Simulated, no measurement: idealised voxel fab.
The document below concerns the process module designated voxel self aligned contacts.
Shown is cross-section cut, with a width of 250 nm and square cells of size 5 nm.
Throughout this document, each cross-section is represented as a grid of square cells and is presented as a sequence of bands enumerated from the top downward, where a band comprises one or more rows of cells. Top height, bottom height, nm. Materials left to right, width each, nm. Single material + "throughout" = fills band edge to edge. "blank" = empty. A quick word on heights: they are counted from 0, and under that level the wafer as it came to us is one material throughout. The lowest band is different from the rest in having no bottom; it simply continues downward, written as in "0..down". A width given as "30 to 40" starts at the first number in the band's top row and ends at the second number in its bottom row, shifting by an equal amount at every step from row to row. Take "same as before" at face value: in the step it is given for, the cross-section changed in none of its cells. In the "Sealed internal voids" entry, you get each enclosed empty space of 8 cells or more, one with no open way to the top, written width x height at distance, distance from the left edge, in nm. Formally, on a step line, whatever follows the settings is a remark that the simulator itself makes on the step. You can add "overlay nm" to a step's line. For a step with a mask, it describes how far the mask lay to the right of its planned position, and a negative number describes a lay to the left.
-- The process steps that were planned are listed below
1) RECEIVE with material Si
2) OXIDIZE with depth nm 5
3) DIRECTIONAL_DEP with material polySi, thk nm 30
4) DIRECTIONAL_DEP with material SiN, thk nm 15
5) DIRECTIONAL_DEP with material aC, thk nm 10
6) PATTERN with tone cover, mask id GATE, material resist, width nm 30, pitch nm 55, thk nm 25, overlay nm 0
7) DIRECTIONAL_ETCH with etch materials aC, depth nm 10
8) STRIP with etch materials resist
9) DIRECTIONAL_ETCH with etch materials SiN, depth nm 15
10) DIRECTIONAL_ETCH with etch materials polySi, depth nm 30
11) STRIP with etch materials aC
12) CONFORMAL_DEP with material SiN, thk nm 5
13) DIRECTIONAL_ETCH with etch materials SiN, depth nm 5
14) FILL_DEP with material SiO2, thk nm 15
15) CMP with height nm 55
16) DIRECTIONAL_DEP with material aC, thk nm 10
17) PATTERN with tone open, mask id CONTACT, material resist, width nm 35, pitch nm 55, thk nm 25, overlay nm 0
18) DIRECTIONAL_ETCH with etch materials aC, depth nm 10
19) STRIP with etch materials resist
20) DIRECTIONAL_ETCH with etch materials SiO2, depth nm 60
21) STRIP with etch materials aC
22) CONFORMAL_DEP with material TiN, thk nm 5
23) FILL_DEP with material W, thk nm 10
24) CMP with height nm 55
25) CONFORMAL_DEP with material SiCN, thk nm 5
-- Cross-section of the incoming wafer, state after step 1
> 0..down | Si throughout
> Sealed internal voids: none
-- Looking at the first of two wafers in cross-section at end of module - ran to plan
> 60..55 | SiCN throughout
> 55..45 | SiO2=80; TiN=5 to 15; W=25 to 5; TiN=5 to 15; SiO2=20; TiN=5 to 15; W=25 to 5; TiN=5 to 15; SiO2=80
> 45..30 | SiO2=50; SiN=40; TiN=5; W=5; TiN=5; SiN=40; TiN=5; W=5; TiN=5; SiN=40; SiO2=50
> 30..0 | SiO2=50; SiN=5; polySi=30; SiN=5; TiN=5; W=5; TiN=5; SiN=5; polySi=30; SiN=5; TiN=5; W=5; TiN=5; SiN=5; polySi=30; SiN=5; SiO2=50
> 0..-5 | SiO2=90; TiN=15; SiO2=40; TiN=15; SiO2=90
> -5..down | Si throughout
> Sealed internal voids: none
-- Second wafer through the module, sectioned at the end: same beginning and same plan as the first wafer, with one mistake in carrying it out
> 60..55 | SiCN throughout
> 55..45 | SiO2=80; TiN=5 to 10; W=25 to 15; TiN=5 to 10; SiO2=20; TiN=5 to 10; W=25 to 15; TiN=5 to 10; SiO2=80
> 45..30 | SiO2=55; SiN=30; TiN=5; W=15; TiN=5; SiN=30; TiN=5; W=15; TiN=5; SiN=30; SiO2=55
> 30..0 | SiO2=55; SiN=5; polySi=20; SiN=5; TiN=5; W=15; TiN=5; SiN=5; polySi=20; SiN=5; TiN=5; W=15; TiN=5; SiN=5; polySi=20; SiN=5; SiO2=55
> 0..-5 | SiO2=85; TiN=25; SiO2=30; TiN=25; SiO2=85
> -5..down | Si throughout
> Sealed internal voids: none
Here's what went sideways: heads up, step 6 didn't go per plan, it actually ran as PATTERN with tone cover, mask id GATE, material resist, width nm 20, pitch nm 55, thk nm 25, overlay nm 0
End of process, cell counts, second wafer against first, materials with more or fewer: SiN -18; SiO2 +14; W +40; polySi -36
